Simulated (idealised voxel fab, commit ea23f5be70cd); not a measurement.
The process module presented herein is designated voxel double patterning.
Cross-section cut: width 250 nm, square cells of 5 nm.
Heads up, the way a cross-section reads in here is a grid of square cells, handed over as bands from the top down, with every band being one or more rows of cells.
The entry gives the band's vertical extent as a top height and a bottom height in nm, then its horizontal make-up as materials from left to right, each with a width in nm. "air" stands for empty space; a single material marked "everywhere" fills the band edge to edge.
Basically, 0 is our baseline, since under it the wafer straight out of the box is all one material. The bottom band has no lower end and keeps on going down, so it looks like "z 0 and below".
Width "30..40": first value at the band's top row of cells, second value at its bottom row, equal change from row to row.
Where the words "remains unaltered" appear for a step, the cross-section shows no cell changed by that step; every cell remained as before.
In the "Enclosed empty spaces" entry, you get each enclosed empty space of 8 cells or more, one with no open way to the top, written width x height at distance, distance from the left edge, in nm.
Note: text after step settings on the step line = simulator remark on that step.
Steps that use a mask can have "overlay nm" on their line. It says how far the mask sat to the right of where it was meant to be. Negative means to the left.
List of planned process steps
| 1 | RECEIVE with material Si |
| 2 | CONFORMAL_DEP with material SiO2, thk nm 10 |
| 3 | DIRECTIONAL_DEP with material W, thk nm 15 |
| 4 | DIRECTIONAL_DEP with material SiN, thk nm 10 |
| 5 | MASKED_ETCH with tone open, mask id FIRST, width nm 15, pitch nm 50, etch materials SiN, depth nm 10, overlay nm 0 |
| 6 | MASKED_ETCH with tone open, mask id SECOND, width nm 15, etch materials SiN, depth nm 10, overlay nm 0 |
| 7 | DIRECTIONAL_ETCH with etch materials W, depth nm 15 |
| 8 | STRIP with etch materials SiN |
Cross-section of the wafer at receipt, which is the condition after step 1
  z 0 and below = Si everywhere
  Enclosed empty spaces: none
Cross-sectional result after module completion. Note: starting condition and plan are unchanged from above; one processing mistake was made
  z 25 to 15 = SiO2 everywhere
  z 15 to 0 = W everywhere
  z 0 and below = Si everywhere
  Enclosed empty spaces: none
Run error: steps 2 and 3 were swapped
